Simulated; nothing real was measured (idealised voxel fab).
Proc. module: voxel spacer lines
FYI the section here is cut, 275 nm wide, cells are 5 nm squares.
Heads up, the way a cross-section reads in here is a grid of square cells, handed over as bands from the top down, with every band being one or more rows of cells.
Per band: top height and bottom height in nm, followed by the left-to-right materials and their widths in nm; "throughout" marks a single material spanning edge to edge, "air" marks empty space.
Heights are measured from 0, the level below which the as-received wafer is all one material; the lowest band has no bottom and continues downward, written as in "from 0 down".
The width entry "30 to 40" should be interpreted row by row: the top row of cells in the band takes the first number, the bottom row takes the second number, and the change between adjacent rows is uniform throughout.
It should be understood that the words "stayed the same", when stated for a given step, signify that the cross-section underwent no change in any of its cells during that step.
"Unvented voids" contains a list of empty spaces, each no smaller than 8 cells and without an open way to the top, written in the form width x height at distance with the distance from the left edge and all three in nm.
Post-settings text on a step line: simulator's own remark regarding the step.
The optional step-line setting "overlay nm" applies to steps with a mask and quantifies how far to the right of its planned location the mask lay, a negative value indicating leftward placement.

# Process steps - plan
1: RECEIVE, material Si
2: CONFORMAL_DEP, material Al2O3, thk nm 5
3: DIRECTIONAL_DEP, material W, thk nm 20
4: DIRECTIONAL_DEP, material polySi, thk nm 20
5: PATTERN, tone cover, mask id MANDREL, material resist, width nm 20, pitch nm 60, thk nm 25, overlay nm 0
6: DIRECTIONAL_ETCH, etch materials polySi, depth nm 20
7: STRIP, etch materials resist
8: CONFORMAL_DEP, material SiO2, thk nm 10
9: DIRECTIONAL_ETCH, etch materials SiO2, depth nm 10
10: STRIP, etch materials polySi
11: DIRECTIONAL_ETCH, etch materials W, depth nm 20
12: STRIP, etch materials SiO2
13: FILL_DEP, material SiO2, thk nm 5
14: CMP, height nm 25

# Step 1 complete: cross-section of the wafer as received
  from 0 down = Si throughout
  Unvented voids: none

# The plan above was carried out on the starting structure above with one mistake, and this cross-section shows the wafer at the end of the module
  from 25 to 5 = polySi throughout
  from 5 to 0 = Al2O3 throughout
  from 0 down = Si throughout
  Unvented voids: none
Deviation noted in wafer processing: steps 3 and 4 were swapped
